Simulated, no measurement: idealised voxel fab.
Documented hereafter: the process module known as voxel self aligned contacts.
Pictured: cross-section cut, 260 nm wide, on a grid of 5 nm square cells.
In this document a cross-section is written as a grid of square cells. It is given as a series of bands, listed from the top down, and a band is one or more rows of cells.
Basically the band line says how high the top is and how high the bottom is, in nm, and then what's in it from left to right, every material with its width in nm. Empty space shows up as "blank", and if a single material carries "full width" it runs the full band edge to edge.
It should be noted that heights are counted from 0, beneath which the wafer as supplied is of one material throughout, and that the lowest band possesses no lower boundary but continues downward, as written in "0 nm and below".
It should be noted that a width expressed as "30..40" varies in equal increments from row to row of cells within the band, taking the value of the first number at the top row and that of the second number at the bottom row.
No cell of the cross-section changed in a step that is given as "stayed the same".
"Enclosed void list" enumerates empty spaces isolated from the top, with no open way to it, that contain at least 8 cells, giving each as width x height at distance from the left edge, all three in nm.
Post-settings text on a step line: simulator's own remark regarding the step.
overlay nm: where the mask lay relative to plan, measured to the right, on steps with a mask; negatives go left.
Reading key. Pairs: pre-step and post-step cross-section, one process step apart; post-step view only to lowest changed band. Step between + settings: beneath pair. Runs: pairs may be from different runs of this module, same starting wafer. Continuation from pair above: only where "Pre-step profile" entry says.
Pre-step profile
* 0 nm and below  Si full width
* Enclosed void list: none
after
* 5 nm to 0 nm  SiO2 full width
* below 0: unchanged
* Enclosed void list: none
Quick note on the step between the two cross-sections above: op CONFORMAL_DEP | material SiO2 | thk nm 5
Pre-step profile: carried over from the after image of the pair right above.
after
* 30 nm to 5 nm  polySi full width
* below 5: unchanged
* Enclosed void list: none
Quick note on the step between the two cross-sections above: op DIRECTIONAL_DEP | material polySi | thk nm 25
Pre-step profile: carried over from the after image of the pair right above.
after
* 55 nm to 30 nm  SiN full width
* below 30: unchanged
* Enclosed void list: none
Quick note on the step between the two cross-sections above: op DIRECTIONAL_DEP | material SiN | thk nm 25
Pre-step profile: carried over from the after image of the pair right above.
after
* 75 nm to 55 nm  blank=80, then resist=25, then blank=45, then resist=25, then blank=85
* below 55: unchanged
* Enclosed void list: none
Quick note on the step between the two cross-sections above: op PATTERN | tone cover | mask id GATE | material resist | width nm 25 | pitch nm 70 | thk nm 20 | overlay nm 0
Pre-step profile: carried over from the after image of the pair right above.
after
* 75 nm to 55 nm  blank=80, then resist=25, then blank=45, then resist=25, then blank=85
* 55 nm to 30 nm  blank=80, then SiN=25, then blank=45, then SiN=25, then blank=85
* below 30: unchanged
* Enclosed void list: none
Quick note on the step between the two cross-sections above: op DIRECTIONAL_ETCH | etch materials SiN | depth nm 25
Pre-step profile: carried over from the after image of the pair right above.
after
* 75 nm to 55 nm  blank=80, then resist=25, then blank=45, then resist=25, then blank=85
* 55 nm to 30 nm  blank=80, then SiN=25, then blank=45, then SiN=25, then blank=85
* 30 nm to 5 nm  blank=80, then polySi=25, then blank=45, then polySi=25, then blank=85
* below 5: unchanged
* Enclosed void list: none
Quick note on the step between the two cross-sections above: op DIRECTIONAL_ETCH | etch materials polySi | depth nm 25
Pre-step profile: carried over from the after image of the pair right above.
after
* 55 nm to 30 nm  blank=80, then SiN=25, then blank=45, then SiN=25, then blank=85
* below 30: unchanged
* Enclosed void list: none
Quick note on the step between the two cross-sections above: op STRIP | etch materials resist
Pre-step profile: carried over from the after image of the pair right above.
after
* 65 nm to 30 nm  blank=70, then SiN=45, then blank=25, then SiN=45, then blank=75
* 30 nm to 15 nm  blank=70, then SiN=10, then polySi=25, then SiN=10, then blank=25, then SiN=10, then polySi=25, then SiN=10, then blank=75
* 15 nm to 5 nm  SiN=80, then polySi=25, then SiN=45, then polySi=25, then SiN=85
* below 5: unchanged
* Enclosed void list: none
Quick note on the step between the two cross-sections above: op CONFORMAL_DEP | material SiN | thk nm 10
Pre-step profile: carried over from the after image of the pair right above.
after
* 55 nm to 30 nm  blank=70, then SiN=45, then blank=25, then SiN=45, then blank=75
* 30 nm to 5 nm  blank=70, then SiN=10, then polySi=25, then SiN=10, then blank=25, then SiN=10, then polySi=25, then SiN=10, then blank=75
* below 5: unchanged
* Enclosed void list: none
Quick note on the step between the two cross-sections above: op DIRECTIONAL_ETCH | etch materials SiN | depth nm 10
Pre-step profile: carried over from the after image of the pair right above.
after
* 75 nm to 55 nm  SiO2 full width
* 55 nm to 30 nm  SiO2=70, then SiN=45, then SiO2=25, then SiN=45, then SiO2=75
* 30 nm to 5 nm  SiO2=70, then SiN=10, then polySi=25, then SiN=10, then SiO2=25, then SiN=10, then polySi=25, then SiN=10, then SiO2=75
* below 5: unchanged
* Enclosed void list: none
Quick note on the step between the two cross-sections above: op FILL_DEP | material SiO2 | thk nm 20
Pre-step profile: carried over from the after image of the pair right above.
after
* 65 nm to 55 nm  SiO2 full width
* below 55: unchanged
* Enclosed void list: none
Quick note on the step between the two cross-sections above: op CMP | height nm 65
Pre-step profile: carried over from the after image of the pair right above.
after
* 65 nm to 55 nm  SiO2=100, then blank=55, then SiO2=105
* 55 nm to 30 nm  SiO2=70, then SiN=45, then blank=25, then SiN=45, then SiO2=75
* 30 nm to 5 nm  SiO2=70, then SiN=10, then polySi=25, then SiN=10, then blank=25, then SiN=10, then polySi=25, then SiN=10, then SiO2=75
* 5 nm to 0 nm  SiO2=115, then blank=25, then SiO2=120
* below 0: unchanged
* Enclosed void list: none
Quick note on the step between the two cross-sections above: op MASKED_ETCH | tone open | mask id CONTACT | width nm 55 | etch materials SiO2 | depth nm 65 | overlay nm 0
Pre-step profile: carried over from the after image of the pair right above.
after
* 70 nm to 65 nm  TiN=105, then blank=45, then TiN=110
* 65 nm to 55 nm  SiO2=100, then TiN=5..20, then blank=45..15, then TiN=5..20, then SiO2=105
* 55 nm to 30 nm  SiO2=70, then SiN=45, then TiN=5, then blank=15, then TiN=5, then SiN=45, then SiO2=75
* 30 nm to 5 nm  SiO2=70, then SiN=10, then polySi=25, then SiN=10, then TiN=5, then blank=15, then TiN=5, then SiN=10, then polySi=25, then SiN=10, then SiO2=75
* 5 nm to 0 nm  SiO2=115, then TiN=25, then SiO2=120
* below 0: unchanged
* Enclosed void list: none
Quick note on the step between the two cross-sections above: op CONFORMAL_DEP | material TiN | thk nm 5
Pre-step profile: carried over from the after image of the pair right above.
after
* 75 nm to 70 nm  Ru full width
* 70 nm to 65 nm  TiN=105, then Ru=45, then TiN=110
* 65 nm to 55 nm  SiO2=100, then TiN=5..20, then Ru=45..15, then TiN=5..20, then SiO2=105
* 55 nm to 30 nm  SiO2=70, then SiN=45, then TiN=5, then Ru=15, then TiN=5, then SiN=45, then SiO2=75
* 30 nm to 5 nm  SiO2=70, then SiN=10, then polySi=25, then SiN=10, then TiN=5, then Ru=15, then TiN=5, then SiN=10, then polySi=25, then SiN=10, then SiO2=75
* below 5: unchanged
* Enclosed void list: none
Quick note on the step between the two cross-sections above: op FILL_DEP | material Ru | thk nm 5
Pre-step profile: carried over from the after image of the pair right above.
after
* 65 nm to 55 nm  SiO2=100, then TiN=5..20, then Ru=45..15, then TiN=5..20, then SiO2=105
* below 55: unchanged
* Enclosed void list: none
Quick note on the step between the two cross-sections above: op CMP | height nm 65
Pre-step profile: carried over from the after image of the pair right above.
after
* 70 nm to 65 nm  SiN full width
* below 65: unchanged
* Enclosed void list: none
Quick note on the step between the two cross-sections above: op CONFORMAL_DEP | material SiN | thk nm 5
Pre-step profile
* 0 nm and below  Si full width
* Enclosed void list: none
after
* 25 nm to 0 nm  polySi full width
* below 0: unchanged
* Enclosed void list: none
Quick note on the step between the two cross-sections above: op DIRECTIONAL_DEP | material polySi | thk nm 25
Pre-step profile: carried over from the after image of the pair right above.
after
* 50 nm to 25 nm  SiN full width
* below 25: unchanged
* Enclosed void list: none
Quick note on the step between the two cross-sections above: op DIRECTIONAL_DEP | material SiN | thk nm 25
Pre-step profile: carried over from the after image of the pair right above.
after
* 70 nm to 50 nm  blank=80, then resist=25, then blank=45, then resist=25, then blank=85
* below 50: unchanged
* Enclosed void list: none
Quick note on the step between the two cross-sections above: op PATTERN | tone cover | mask id GATE | material resist | width nm 25 | pitch nm 70 | thk nm 20 | overlay nm 0
Pre-step profile: carried over from the after image of the pair right above.
after
* 70 nm to 50 nm  blank=80, then resist=25, then blank=45, then resist=25, then blank=85
* 50 nm to 25 nm  blank=80, then SiN=25, then blank=45, then SiN=25, then blank=85
* below 25: unchanged
* Enclosed void list: none
Quick note on the step between the two cross-sections above: op DIRECTIONAL_ETCH | etch materials SiN | depth nm 25
Pre-step profile: carried over from the after image of the pair right above.
after
* 70 nm to 50 nm  blank=80, then resist=25, then blank=45, then resist=25, then blank=85
* 50 nm to 25 nm  blank=80, then SiN=25, then blank=45, then SiN=25, then blank=85
* 25 nm to 0 nm  blank=80, then polySi=25, then blank=45, then polySi=25, then blank=85
* below 0: unchanged
* Enclosed void list: none
Quick note on the step between the two cross-sections above: op DIRECTIONAL_ETCH | etch materials polySi | depth nm 25
Pre-step profile: carried over from the after image of the pair right above.
after
* 50 nm to 25 nm  blank=80, then SiN=25, then blank=45, then SiN=25, then blank=85
* below 25: unchanged
* Enclosed void list: none
Quick note on the step between the two cross-sections above: op STRIP | etch materials resist
Pre-step profile: carried over from the after image of the pair right above.
after
* 60 nm to 25 nm  blank=70, then SiN=45, then blank=25, then SiN=45, then blank=75
* 25 nm to 10 nm  blank=70, then SiN=10, then polySi=25, then SiN=10, then blank=25, then SiN=10, then polySi=25, then SiN=10, then blank=75
* 10 nm to 0 nm  SiN=80, then polySi=25, then SiN=45, then polySi=25, then SiN=85
* below 0: unchanged
* Enclosed void list: none
Quick note on the step between the two cross-sections above: op CONFORMAL_DEP | material SiN | thk nm 10
Pre-step profile: carried over from the after image of the pair right above.
after
* 50 nm to 25 nm  blank=70, then SiN=45, then blank=25, then SiN=45, then blank=75
* 25 nm to 0 nm  blank=70, then SiN=10, then polySi=25, then SiN=10, then blank=25, then SiN=10, then polySi=25, then SiN=10, then blank=75
* below 0: unchanged
* Enclosed void list: none
Quick note on the step between the two cross-sections above: op DIRECTIONAL_ETCH | etch materials SiN | depth nm 10
Pre-step profile: carried over from the after image of the pair right above.
after
* 70 nm to 50 nm  SiO2 full width
* 50 nm to 25 nm  SiO2=70, then SiN=45, then SiO2=25, then SiN=45, then SiO2=75
* 25 nm to 0 nm  SiO2=70, then SiN=10, then polySi=25, then SiN=10, then SiO2=25, then SiN=10, then polySi=25, then SiN=10, then SiO2=75
* below 0: unchanged
* Enclosed void list: none
Quick note on the step between the two cross-sections above: op FILL_DEP | material SiO2 | thk nm 20
Pre-step profile: carried over from the after image of the pair right above.
after
* 65 nm to 50 nm  SiO2 full width
* below 50: unchanged
* Enclosed void list: none
Quick note on the step between the two cross-sections above: op CMP | height nm 65
Pre-step profile: carried over from the after image of the pair right above.
after
* 65 nm to 50 nm  SiO2=100, then blank=55, then SiO2=105
* 50 nm to 25 nm  SiO2=70, then SiN=45, then blank=25, then SiN=45, then SiO2=75
* 25 nm to 0 nm  SiO2=70, then SiN=10, then polySi=25, then SiN=10, then blank=25, then SiN=10, then polySi=25, then SiN=10, then SiO2=75
* below 0: unchanged
* Enclosed void list: none
Quick note on the step between the two cross-sections above: op MASKED_ETCH | tone open | mask id CONTACT | width nm 55 | etch materials SiO2 | depth nm 65 | overlay nm 0
Pre-step profile: carried over from the after image of the pair right above.
after
* 70 nm to 65 nm  TiN=105, then blank=45, then TiN=110
* 65 nm to 55 nm  SiO2=100, then TiN=5, then blank=45, then TiN=5, then SiO2=105
* 55 nm to 50 nm  SiO2=100, then TiN=20, then blank=15, then TiN=20, then SiO2=105
* 50 nm to 25 nm  SiO2=70, then SiN=45, then TiN=5, then blank=15, then TiN=5, then SiN=45, then SiO2=75
* 25 nm to 5 nm  SiO2=70, then SiN=10, then polySi=25, then SiN=10, then TiN=5, then blank=15, then TiN=5, then SiN=10, then polySi=25, then SiN=10, then SiO2=75
* 5 nm to 0 nm  SiO2=70, then SiN=10, then polySi=25, then SiN=10, then TiN=25, then SiN=10, then polySi=25, then SiN=10, then SiO2=75
* below 0: unchanged
* Enclosed void list: none
Quick note on the step between the two cross-sections above: op CONFORMAL_DEP | material TiN | thk nm 5
Pre-step profile: carried over from the after image of the pair right above.
after
* 75 nm to 70 nm  Ru full width
* 70 nm to 65 nm  TiN=105, then Ru=45, then TiN=110
* 65 nm to 55 nm  SiO2=100, then TiN=5, then Ru=45, then TiN=5, then SiO2=105
* 55 nm to 50 nm  SiO2=100, then TiN=20, then Ru=15, then TiN=20, then SiO2=105
* 50 nm to 25 nm  SiO2=70, then SiN=45, then TiN=5, then Ru=15, then TiN=5, then SiN=45, then SiO2=75
* 25 nm to 5 nm  SiO2=70, then SiN=10, then polySi=25, then SiN=10, then TiN=5, then Ru=15, then TiN=5, then SiN=10, then polySi=25, then SiN=10, then SiO2=75
* below 5: unchanged
* Enclosed void list: none
Quick note on the step between the two cross-sections above: op FILL_DEP | material Ru | thk nm 5
Pre-step profile: carried over from the after image of the pair right above.
after
* 65 nm to 55 nm  SiO2=100, then TiN=5, then Ru=45, then TiN=5, then SiO2=105
* below 55: unchanged
* Enclosed void list: none
Quick note on the step between the two cross-sections above: op CMP | height nm 65
Pre-step profile: carried over from the after image of the pair right above.
after
* 70 nm to 65 nm  SiN full width
* below 65: unchanged
* Enclosed void list: none
Quick note on the step between the two cross-sections above: op CONFORMAL_DEP | material SiN | thk nm 5
Pre-step profile
* 30 nm to 5 nm  polySi full width
* 5 nm to 0 nm  SiO2 full width
* 0 nm and below  Si full width
* Enclosed void list: none
after
* 55 nm to 5 nm  polySi full width
* below 5: unchanged
* Enclosed void list: none
Quick note on the step between the two cross-sections above: op DIRECTIONAL_DEP | material polySi | thk nm 25
Pre-step profile: carried over from the after image of the pair right above.
after
* 80 nm to 55 nm  SiN full width
* below 55: unchanged
* Enclosed void list: none
Quick note on the step between the two cross-sections above: op DIRECTIONAL_DEP | material SiN | thk nm 25
Pre-step profile: carried over from the after image of the pair right above.
after
* 100 nm to 80 nm  blank=80, then resist=25, then blank=45, then resist=25, then blank=85
* below 80: unchanged
* Enclosed void list: none
Quick note on the step between the two cross-sections above: op PATTERN | tone cover | mask id GATE | material resist | width nm 25 | pitch nm 70 | thk nm 20 | overlay nm 0
Pre-step profile: carried over from the after image of the pair right above.
after
* 100 nm to 80 nm  blank=80, then resist=25, then blank=45, then resist=25, then blank=85
* 80 nm to 55 nm  blank=80, then SiN=25, then blank=45, then SiN=25, then blank=85
* below 55: unchanged
* Enclosed void list: none
Quick note on the step between the two cross-sections above: op DIRECTIONAL_ETCH | etch materials SiN | depth nm 25
Pre-step profile: carried over from the after image of the pair right above.
after
* 100 nm to 80 nm  blank=80, then resist=25, then blank=45, then resist=25, then blank=85
* 80 nm to 55 nm  blank=80, then SiN=25, then blank=45, then SiN=25, then blank=85
* 55 nm to 30 nm  blank=80, then polySi=25, then blank=45, then polySi=25, then blank=85
* below 30: unchanged
* Enclosed void list: none
Quick note on the step between the two cross-sections above: op DIRECTIONAL_ETCH | etch materials polySi | depth nm 25
Pre-step profile: carried over from the after image of the pair right above.
after
* 80 nm to 55 nm  blank=80, then SiN=25, then blank=45, then SiN=25, then blank=85
* below 55: unchanged
* Enclosed void list: none
Quick note on the step between the two cross-sections above: op STRIP | etch materials resist
Pre-step profile: carried over from the after image of the pair right above.
after
* 90 nm to 55 nm  blank=70, then SiN=45, then blank=25, then SiN=45, then blank=75
* 55 nm to 40 nm  blank=70, then SiN=10, then polySi=25, then SiN=10, then blank=25, then SiN=10, then polySi=25, then SiN=10, then blank=75
* 40 nm to 30 nm  SiN=80, then polySi=25, then SiN=45, then polySi=25, then SiN=85
* below 30: unchanged
* Enclosed void list: none
Quick note on the step between the two cross-sections above: op CONFORMAL_DEP | material SiN | thk nm 10
Pre-step profile: carried over from the after image of the pair right above.
after
* 80 nm to 55 nm  blank=70, then SiN=45, then blank=25, then SiN=45, then blank=75
* 55 nm to 30 nm  blank=70, then SiN=10, then polySi=25, then SiN=10, then blank=25, then SiN=10, then polySi=25, then SiN=10, then blank=75
* below 30: unchanged
* Enclosed void list: none
Quick note on the step between the two cross-sections above: op DIRECTIONAL_ETCH | etch materials SiN | depth nm 10
Pre-step profile: carried over from the after image of the pair right above.
after
* 100 nm to 80 nm  SiO2 full width
* 80 nm to 55 nm  SiO2=70, then SiN=45, then SiO2=25, then SiN=45, then SiO2=75
* 55 nm to 30 nm  SiO2=70, then SiN=10, then polySi=25, then SiN=10, then SiO2=25, then SiN=10, then polySi=25, then SiN=10, then SiO2=75
* below 30: unchanged
* Enclosed void list: none
Quick note on the step between the two cross-sections above: op FILL_DEP | material SiO2 | thk nm 20
Pre-step profile: carried over from the after image of the pair right above.
after
* 65 nm to 55 nm  SiO2=70, then SiN=45, then SiO2=25, then SiN=45, then SiO2=75
* below 55: unchanged
* Enclosed void list: none
Quick note on the step between the two cross-sections above: op CMP | height nm 65
Pre-step profile: carried over from the after image of the pair right above.
after
* 65 nm to 55 nm  SiO2=70, then SiN=45, then blank=25, then SiN=45, then SiO2=75
* 55 nm to 30 nm  SiO2=70, then SiN=10, then polySi=25, then SiN=10, then blank=25, then SiN=10, then polySi=25, then SiN=10, then SiO2=75
* below 30: unchanged
* Enclosed void list: none
Quick note on the step between the two cross-sections above: op MASKED_ETCH | tone open | mask id CONTACT | width nm 55 | etch materials SiO2 | depth nm 65 | overlay nm 0
Pre-step profile: carried over from the after image of the pair right above.
after
* 70 nm to 65 nm  TiN=120, then blank=15, then TiN=125
* 65 nm to 55 nm  SiO2=70, then SiN=45, then TiN=5, then blank=15, then TiN=5, then SiN=45, then SiO2=75
* 55 nm to 35 nm  SiO2=70, then SiN=10, then polySi=25, then SiN=10, then TiN=5, then blank=15, then TiN=5, then SiN=10, then polySi=25, then SiN=10, then SiO2=75
* 35 nm to 30 nm  SiO2=70, then SiN=10, then polySi=25, then SiN=10, then TiN=25, then SiN=10, then polySi=25, then SiN=10, then SiO2=75
* below 30: unchanged
* Enclosed void list: none
Quick note on the step between the two cross-sections above: op CONFORMAL_DEP | material TiN | thk nm 5
Pre-step profile: carried over from the after image of the pair right above.
after
* 75 nm to 70 nm  Ru full width
* 70 nm to 65 nm  TiN=120, then Ru=15, then TiN=125
* 65 nm to 55 nm  SiO2=70, then SiN=45, then TiN=5, then Ru=15, then TiN=5, then SiN=45, then SiO2=75
* 55 nm to 35 nm  SiO2=70, then SiN=10, then polySi=25, then SiN=10, then TiN=5, then Ru=15, then TiN=5, then SiN=10, then polySi=25, then SiN=10, then SiO2=75
* below 35: unchanged
* Enclosed void list: none
Quick note on the step between the two cross-sections above: op FILL_DEP | material Ru | thk nm 5
Pre-step profile: carried over from the after image of the pair right above.
after
* 65 nm to 55 nm  SiO2=70, then SiN=45, then TiN=5, then Ru=15, then TiN=5, then SiN=45, then SiO2=75
* below 55: unchanged
* Enclosed void list: none
Quick note on the step between the two cross-sections above: op CMP | height nm 65
Pre-step profile: carried over from the after image of the pair right above.
after
* 70 nm to 65 nm  SiN full width
* below 65: unchanged
* Enclosed void list: none
Quick note on the step between the two cross-sections above: op CONFORMAL_DEP | material SiN | thk nm 5
Pre-step profile
* 5 nm to 0 nm  SiO2 full width
* 0 nm and below  Si full width
* Enclosed void list: none
after
* 30 nm to 5 nm  SiN full width
* below 5: unchanged
* Enclosed void list: none
Quick note on the step between the two cross-sections above: op DIRECTIONAL_DEP | material SiN | thk nm 25
Pre-step profile: carried over from the after image of the pair right above.
after
* 55 nm to 30 nm  polySi full width
* below 30: unchanged
* Enclosed void list: none
Quick note on the step between the two cross-sections above: op DIRECTIONAL_DEP | material polySi | thk nm 25
Pre-step profile: carried over from the after image of the pair right above.
after
* 75 nm to 55 nm  blank=80, then resist=25, then blank=45, then resist=25, then blank=85
* below 55: unchanged
* Enclosed void list: none
Quick note on the step between the two cross-sections above: op PATTERN | tone cover | mask id GATE | material resist | width nm 25 | pitch nm 70 | thk nm 20 | overlay nm 0
Pre-step profile: carried over from the after image of the pair right above.
after
* 75 nm to 55 nm  blank=80, then resist=25, then blank=45, then resist=25, then blank=85
* 55 nm to 30 nm  blank=80, then polySi=25, then blank=45, then polySi=25, then blank=85
* below 30: unchanged
* Enclosed void list: none
Quick note on the step between the two cross-sections above: op DIRECTIONAL_ETCH | etch materials polySi | depth nm 25
Pre-step profile: carried over from the after image of the pair right above.
after
* 55 nm to 30 nm  blank=80, then polySi=25, then blank=45, then polySi=25, then blank=85
* below 30: unchanged
* Enclosed void list: none
Quick note on the step between the two cross-sections above: op STRIP | etch materials resist
Pre-step profile: carried over from the after image of the pair right above.
after
* 65 nm to 55 nm  blank=70, then SiN=45, then blank=25, then SiN=45, then blank=75
* 55 nm to 40 nm  blank=70, then SiN=10, then polySi=25, then SiN=10, then blank=25, then SiN=10, then polySi=25, then SiN=10, then blank=75
* 40 nm to 30 nm  SiN=80, then polySi=25, then SiN=45, then polySi=25, then SiN=85
* below 30: unchanged
* Enclosed void list: none
Quick note on the step between the two cross-sections above: op CONFORMAL_DEP | material SiN | thk nm 10
Pre-step profile: carried over from the after image of the pair right above.
after
* 55 nm to 30 nm  blank=70, then SiN=10, then polySi=25, then SiN=10, then blank=25, then SiN=10, then polySi=25, then SiN=10, then blank=75
* below 30: unchanged
* Enclosed void list: none
Quick note on the step between the two cross-sections above: op DIRECTIONAL_ETCH | etch materials SiN | depth nm 10
Pre-step profile: carried over from the after image of the pair right above.
after
* 75 nm to 55 nm  SiO2 full width
* 55 nm to 30 nm  SiO2=70, then SiN=10, then polySi=25, then SiN=10, then SiO2=25, then SiN=10, then polySi=25, then SiN=10, then SiO2=75
* below 30: unchanged
* Enclosed void list: none
Quick note on the step between the two cross-sections above: op FILL_DEP | material SiO2 | thk nm 20
Pre-step profile: carried over from the after image of the pair right above.
after
* 65 nm to 55 nm  SiO2 full width
* below 55: unchanged
* Enclosed void list: none
Quick note on the step between the two cross-sections above: op CMP | height nm 65
Pre-step profile: carried over from the after image of the pair right above.
after
* 65 nm to 55 nm  SiO2=100, then blank=55, then SiO2=105
* 55 nm to 30 nm  SiO2=70, then SiN=10, then polySi=25, then SiN=10, then blank=25, then SiN=10, then polySi=25, then SiN=10, then SiO2=75
* below 30: unchanged
* Enclosed void list: none
Quick note on the step between the two cross-sections above: op MASKED_ETCH | tone open | mask id CONTACT | width nm 55 | etch materials SiO2 | depth nm 65 | overlay nm 0
Pre-step profile: carried over from the after image of the pair right above.
after
* 70 nm to 65 nm  TiN=105, then blank=45, then TiN=110
* 65 nm to 55 nm  SiO2=100, then TiN=5..20, then blank=45..15, then TiN=5..20, then SiO2=105
* 55 nm to 35 nm  SiO2=70, then SiN=10, then polySi=25, then SiN=10, then TiN=5, then blank=15, then TiN=5, then SiN=10, then polySi=25, then SiN=10, then SiO2=75
* 35 nm to 30 nm  SiO2=70, then SiN=10, then polySi=25, then SiN=10, then TiN=25, then SiN=10, then polySi=25, then SiN=10, then SiO2=75
* below 30: unchanged
* Enclosed void list: none
Quick note on the step between the two cross-sections above: op CONFORMAL_DEP | material TiN | thk nm 5
Pre-step profile: carried over from the after image of the pair right above.
after
* 75 nm to 70 nm  Ru full width
* 70 nm to 65 nm  TiN=105, then Ru=45, then TiN=110
* 65 nm to 55 nm  SiO2=100, then TiN=5..20, then Ru=45..15, then TiN=5..20, then SiO2=105
* 55 nm to 35 nm  SiO2=70, then SiN=10, then polySi=25, then SiN=10, then TiN=5, then Ru=15, then TiN=5, then SiN=10, then polySi=25, then SiN=10, then SiO2=75
* below 35: unchanged
* Enclosed void list: none
Quick note on the step between the two cross-sections above: op FILL_DEP | material Ru | thk nm 5
Pre-step profile: carried over from the after image of the pair right above.
after
* 65 nm to 55 nm  SiO2=100, then TiN=5..20, then Ru=45..15, then TiN=5..20, then SiO2=105
* below 55: unchanged
* Enclosed void list: none
Quick note on the step between the two cross-sections above: op CMP | height nm 65
Pre-step profile: carried over from the after image of the pair right above.
after
* 70 nm to 65 nm  SiN full width
* below 65: unchanged
* Enclosed void list: none
Quick note on the step between the two cross-sections above: op CONFORMAL_DEP | material SiN | thk nm 5
Pre-step profile
* 75 nm to 55 nm  blank=80, then resist=25, then blank=45, then resist=25, then blank=85
* 55 nm to 30 nm  SiN full width
* 30 nm to 5 nm  polySi full width
* 5 nm to 0 nm  SiO2 full width
* 0 nm and below  Si full width
* Enclosed void list: none
after
* 75 nm to 55 nm  blank=80, then resist=25, then blank=45, then resist=25, then blank=85
* 55 nm to 40 nm  blank=80, then SiN=25, then blank=45, then SiN=25, then blank=85
* below 40: unchanged
* Enclosed void list: none
Quick note on the step between the two cross-sections above: op DIRECTIONAL_ETCH | etch materials SiN | depth nm 15
Pre-step profile: carried over from the after image of the pair right above.
after
* 55 nm to 40 nm  blank=80, then SiN=25, then blank=45, then SiN=25, then blank=85
* below 40: unchanged
* Enclosed void list: none
Quick note on the step between the two cross-sections above: op STRIP | etch materials resist
Pre-step profile: carried over from the after image of the pair right above.
after
* 65 nm to 50 nm  blank=70, then SiN=45, then blank=25, then SiN=45, then blank=75
* 50 nm to 30 nm  SiN full width
* below 30: unchanged
* Enclosed void list: none
Quick note on the step between the two cross-sections above: op CONFORMAL_DEP | material SiN | thk nm 10
Pre-step profile: carried over from the after image of the pair right above.
after
* 55 nm to 40 nm  blank=70, then SiN=45, then blank=25, then SiN=45, then blank=75
* below 40: unchanged
* Enclosed void list: none
Quick note on the step between the two cross-sections above: op DIRECTIONAL_ETCH | etch materials SiN | depth nm 10
Pre-step profile: carried over from the after image of the pair right above.
after
* 75 nm to 55 nm  SiO2 full width
* 55 nm to 40 nm  SiO2=70, then SiN=45, then SiO2=25, then SiN=45, then SiO2=75
* below 40: unchanged
* Enclosed void list: none
Quick note on the step between the two cross-sections above: op FILL_DEP | material SiO2 | thk nm 20
Pre-step profile: carried over from the after image of the pair right above.
after
* 65 nm to 55 nm  SiO2 full width
* below 55: unchanged
* Enclosed void list: none
Quick note on the step between the two cross-sections above: op CMP | height nm 65
Pre-step profile: carried over from the after image of the pair right above.
after
* 65 nm to 55 nm  SiO2=100, then blank=55, then SiO2=105
* 55 nm to 40 nm  SiO2=70, then SiN=45, then blank=25, then SiN=45, then SiO2=75
* below 40: unchanged
* Enclosed void list: none
Quick note on the step between the two cross-sections above: op MASKED_ETCH | tone open | mask id CONTACT | width nm 55 | etch materials SiO2 | depth nm 65 | overlay nm 0
Pre-step profile: carried over from the after image of the pair right above.
after
* 70 nm to 65 nm  TiN=105, then blank=45, then TiN=110
* 65 nm to 55 nm  SiO2=100, then TiN=5..20, then blank=45..15, then TiN=5..20, then SiO2=105
* 55 nm to 45 nm  SiO2=70, then SiN=45, then TiN=5, then blank=15, then TiN=5, then SiN=45, then SiO2=75
* 45 nm to 40 nm  SiO2=70, then SiN=45, then TiN=25, then SiN=45, then SiO2=75
* below 40: unchanged
* Enclosed void list: none
Quick note on the step between the two cross-sections above: op CONFORMAL_DEP | material TiN | thk nm 5
Pre-step profile: carried over from the after image of the pair right above.
after
* 75 nm to 70 nm  Ru full width
* 70 nm to 65 nm  TiN=105, then Ru=45, then TiN=110
* 65 nm to 55 nm  SiO2=100, then TiN=5..20, then Ru=45..15, then TiN=5..20, then SiO2=105
* 55 nm to 45 nm  SiO2=70, then SiN=45, then TiN=5, then Ru=15, then TiN=5, then SiN=45, then SiO2=75
* below 45: unchanged
* Enclosed void list: none
Quick note on the step between the two cross-sections above: op FILL_DEP | material Ru | thk nm 5
Pre-step profile: carried over from the after image of the pair right above.
after
* 65 nm to 55 nm  SiO2=100, then TiN=5..20, then Ru=45..15, then TiN=5..20, then SiO2=105
* below 55: unchanged
* Enclosed void list: none
Quick note on the step between the two cross-sections above: op CMP | height nm 65
Pre-step profile: carried over from the after image of the pair right above.
after
* 70 nm to 65 nm  SiN full width
* below 65: unchanged
* Enclosed void list: none
Quick note on the step between the two cross-sections above: op CONFORMAL_DEP | material SiN | thk nm 5
Pre-step profile
* 55 nm to 30 nm  SiN full width
* 30 nm to 5 nm  polySi full width
* 5 nm to 0 nm  SiO2 full width
* 0 nm and below  Si full width
* Enclosed void list: none
after
* 75 nm to 55 nm  blank=85, then resist=15, then blank=55, then resist=15, then blank=90
* below 55: unchanged
* Enclosed void list: none
Quick note on the step between the two cross-sections above: op PATTERN | tone cover | mask id GATE | material resist | width nm 15 | pitch nm 70 | thk nm 20 | overlay nm 0
Pre-step profile: carried over from the after image of the pair right above.
after
* 75 nm to 55 nm  blank=85, then resist=15, then blank=55, then resist=15, then blank=90
* 55 nm to 30 nm  blank=85, then SiN=15, then blank=55, then SiN=15, then blank=90
* below 30: unchanged
* Enclosed void list: none
Quick note on the step between the two cross-sections above: op DIRECTIONAL_ETCH | etch materials SiN | depth nm 25
Pre-step profile: carried over from the after image of the pair right above.
after
* 75 nm to 55 nm  blank=85, then resist=15, then blank=55, then resist=15, then blank=90
* 55 nm to 30 nm  blank=85, then SiN=15, then blank=55, then SiN=15, then blank=90
* 30 nm to 5 nm  blank=85, then polySi=15, then blank=55, then polySi=15, then blank=90
* below 5: unchanged
* Enclosed void list: none
Quick note on the step between the two cross-sections above: op DIRECTIONAL_ETCH | etch materials polySi | depth nm 25
Pre-step profile: carried over from the after image of the pair right above.
after
* 55 nm to 30 nm  blank=85, then SiN=15, then blank=55, then SiN=15, then blank=90
* below 30: unchanged
* Enclosed void list: none
Quick note on the step between the two cross-sections above: op STRIP | etch materials resist
Pre-step profile: carried over from the after image of the pair right above.
after
* 65 nm to 30 nm  blank=75, then SiN=35, then blank=35, then SiN=35, then blank=80
* 30 nm to 15 nm  blank=75, then SiN=10, then polySi=15, then SiN=10, then blank=35, then SiN=10, then polySi=15, then SiN=10, then blank=80
* 15 nm to 5 nm  SiN=85, then polySi=15, then SiN=55, then polySi=15, then SiN=90
* below 5: unchanged
* Enclosed void list: none
Quick note on the step between the two cross-sections above: op CONFORMAL_DEP | material SiN | thk nm 10
Pre-step profile: carried over from the after image of the pair right above.
after
* 55 nm to 30 nm  blank=75, then SiN=35, then blank=35, then SiN=35, then blank=80
* 30 nm to 5 nm  blank=75, then SiN=10, then polySi=15, then SiN=10, then blank=35, then SiN=10, then polySi=15, then SiN=10, then blank=80
* below 5: unchanged
* Enclosed void list: none
Quick note on the step between the two cross-sections above: op DIRECTIONAL_ETCH | etch materials SiN | depth nm 10
